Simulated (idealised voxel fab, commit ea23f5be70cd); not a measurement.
Process module, titled voxel gate over fins
The width of the displayed cross-section, cut, is 220 nm; its cells are square, with a size of 5 nm.
Reading order for cross-sections: top band down to bottom band. Underlying form: a grid of square cells. Band size: one or more rows of cells.
This entry defines a band. It first specifies the height of the band's top and the height of its bottom in nm, and then specifies the band's materials from left to right, stating each material with its width in nm. The word "throughout" identifies a single material that fills the band from edge to edge, while the word "air" identifies empty space.
Note: height 0 marks the level under which the wafer is uniformly one material as received. Lowest band unbounded below, written "0..down".
Quick explanation for "30 to 40": the width changes in equal steps down the rows of cells, from the first number in the band's top row to the second number in its bottom row.
The cross-section has no changed cell in any step marked "nothing was modified".
Heads up: "Completely sealed voids" only lists the empty pockets with no open path to the top that are 8 cells or more, and it writes them as width x height at distance, distance from the left edge, in nm.
Heads up: the bit after the settings on a step's line is the simulator's remark on that step.
"overlay nm", when on a step's line for a step with a mask, measures how far to the right of its planned place the mask lay; a negative measure means to the left.

Here's what the planned process steps look like
| 1 | op RECEIVE | material Si |
| 2 | op CONFORMAL_DEP | material SiN | thk nm 5 |
| 3 | op MASKED_ETCH | tone cover | mask id FINS | width nm 15 | pitch nm 50 | etch materials SiN | depth nm 5 | overlay nm 0 |
| 4 | op MASKED_ETCH | tone cover | mask id FINS | width nm 15 | pitch nm 50 | etch materials Si | depth nm 40 | overlay nm 0 |
| 5 | op FILL_DEP | material SiO2 | thk nm 5 |
| 6 | op CMP | height nm 5 |
| 7 | op PATTERN | tone open | mask id RAIL | material resist | width nm 15 | thk nm 15 | overlay nm 0 |
| 8 | op DIRECTIONAL_ETCH | etch materials SiO2 | depth nm 40 |
| 9 | op STRIP | etch materials resist |
| 10 | op CONFORMAL_DEP | material TiN | thk nm 5 |
| 11 | op FILL_DEP | material Ru | thk nm 10 |
| 12 | op CMP | height nm 5 |
| 13 | op SELECTIVE_ETCH | etch materials W Ru TiN | depth nm 30 |
| 14 | op FILL_DEP | material SiO2 | thk nm 5 |
| 15 | op CMP | height nm 5 |
| 16 | op SELECTIVE_ETCH | etch materials SiO2 | depth nm 20 |
| 17 | op STRIP | etch materials SiN |
| 18 | op CONFORMAL_DEP | material HfO2 | thk nm 5 |
| 19 | op CONFORMAL_DEP | material TiN | thk nm 5 |
| 20 | op CONFORMAL_DEP | material TiAl | thk nm 5 |
| 21 | op CONFORMAL_DEP | material TiN | thk nm 5 |
| 22 | op FILL_DEP | material W | thk nm 15 |
| 23 | op CMP | height nm 30 |
| 24 | op CONFORMAL_DEP | material SiN | thk nm 5 |
Variable across wafers: step 4 width nm (plan value is that of the first wafer; starting state common to all).

First wafer of several, as received: cross-section after step 1
> 0..down | Si throughout
> Completely sealed voids: none

Table: wafers, a row each; end-of-module cell change per material since receipt, gain (+), loss (-); then closed voids
width nm 15 | +62 HfO2 | +1 Ru | -280 Si | +44 SiN | +169 SiO2 | +62 TiAl | +123 TiN | +127 W | Completely sealed voids: none
width nm 20 | +62 HfO2 | +1 Ru | -256 Si | +44 SiN | +154 SiO2 | +62 TiAl | +117 TiN | +124 W | Completely sealed voids: none
width nm 25 | +62 HfO2 | +1 Ru | -232 Si | +44 SiN | +139 SiO2 | +56 TiAl | +117 TiN | +121 W | Completely sealed voids: none
width nm 30 | +62 HfO2 | +1 Ru | -208 Si | +44 SiN | +124 SiO2 | +50 TiAl | +117 TiN | +118 W | Completely sealed voids: none
